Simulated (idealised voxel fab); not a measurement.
process module | voxel plated lines
cross-section cut | 180 nm wide | cells 5 nm
A cross-section is a grid of square cells, given in bands from the top down. A band is one or more rows of cells.
Each band's line starts with the height of the band's top and of its bottom, in nm. Then come its materials from left to right, each with its width in nm. One material with "throughout" fills the band from edge to edge. "air" is empty space.
Height 0 is the level under which the wafer as received is all one material. The lowest band goes on downwards, as in "0 down".
A width such as "30 to 40" changes by the same amount from each row of cells to the next, from the band's top row to its bottom row.
"no change" after a step means that no cell of the cross-section changed.
closed voids: empty space of 8 cells or more with no open way to the top, each as width x height at its distance from the left edge, in nm
after a step's settings: what the simulator itself notes on the step
overlay nm, on a step with a mask: how far to the right of its planned place the mask lay; to the left if negative
plan
1 op RECEIVE | material Si
2 op CONFORMAL_DEP | material SiO2 | thk nm 15
3 op DIRECTIONAL_DEP | material TiN | thk nm 5
4 op PATTERN | tone open | mask id LINES | material resist | width nm 15 | pitch nm 30 | thk nm 20 | overlay nm 0
5 op EPI | material Ru | thk nm 5
6 op STRIP | etch materials resist
7 op DIRECTIONAL_ETCH | etch materials TiN | depth nm 5
8 op CONFORMAL_DEP | material SiO2 | thk nm 5
first wafer, as planned
as received, after step 1
  0 down: Si throughout
  closed voids: none
after step 2
  15 to 0: SiO2 throughout
  below 0: unchanged
after step 3
  20 to 15: TiN throughout
  below 15: unchanged
after step 4
  40 to 20: resist 65 | air 15 | resist 15 | air 15 | resist 70
  below 20: unchanged
after step 5
  40 to 25: resist 65 | air 15 | resist 15 | air 15 | resist 70
  25 to 20: resist 65 | Ru 15 | resist 15 | Ru 15 | resist 70
  below 20: unchanged
after step 6
  25 to 20: air 65 | Ru 15 | air 15 | Ru 15 | air 70
  below 20: unchanged
after step 7
  25 to 20: air 65 | Ru 15 | air 15 | Ru 15 | air 70
  20 to 15: air 65 | TiN 15 | air 15 | TiN 15 | air 70
  below 15: unchanged
after step 8
  30 to 25: air 60 | SiO2 25 | air 5 | SiO2 25 | air 65
  25 to 20: air 60 | SiO2 5 | Ru 15 | SiO2 5 | air 5 | SiO2 5 | Ru 15 | SiO2 5 | air 65
  20 to 15: SiO2 65 | TiN 15 | SiO2 15 | TiN 15 | SiO2 70
  below 15: unchanged
second wafer: like start, like plan, one mistake. Through step 1 it matches the first wafer
when step 2 should have ended
  10 to 0: SiO2 throughout
  below 0: unchanged
when step 3 should have ended
  15 to 10: TiN throughout
  below 10: unchanged
when step 4 should have ended
  35 to 15: resist 65 | air 15 | resist 15 | air 15 | resist 70
  below 15: unchanged
when step 5 should have ended
  35 to 20: resist 65 | air 15 | resist 15 | air 15 | resist 70
  20 to 15: resist 65 | Ru 15 | resist 15 | Ru 15 | resist 70
  below 15: unchanged
when step 6 should have ended
  20 to 15: air 65 | Ru 15 | air 15 | Ru 15 | air 70
  below 15: unchanged
when step 7 should have ended
  20 to 15: air 65 | Ru 15 | air 15 | Ru 15 | air 70
  15 to 10: air 65 | TiN 15 | air 15 | TiN 15 | air 70
  below 10: unchanged
when step 8 should have ended
  25 to 20: air 60 | SiO2 25 | air 5 | SiO2 25 | air 65
  20 to 15: air 60 | SiO2 5 | Ru 15 | SiO2 5 | air 5 | SiO2 5 | Ru 15 | SiO2 5 | air 65
  15 to 10: SiO2 65 | TiN 15 | SiO2 15 | TiN 15 | SiO2 70
  below 10: unchanged
what went wrong: step 2 ran as: op CONFORMAL_DEP | material SiO2 | thk nm 10
at the end the second wafer has, in cells: 36 fewer of SiO2
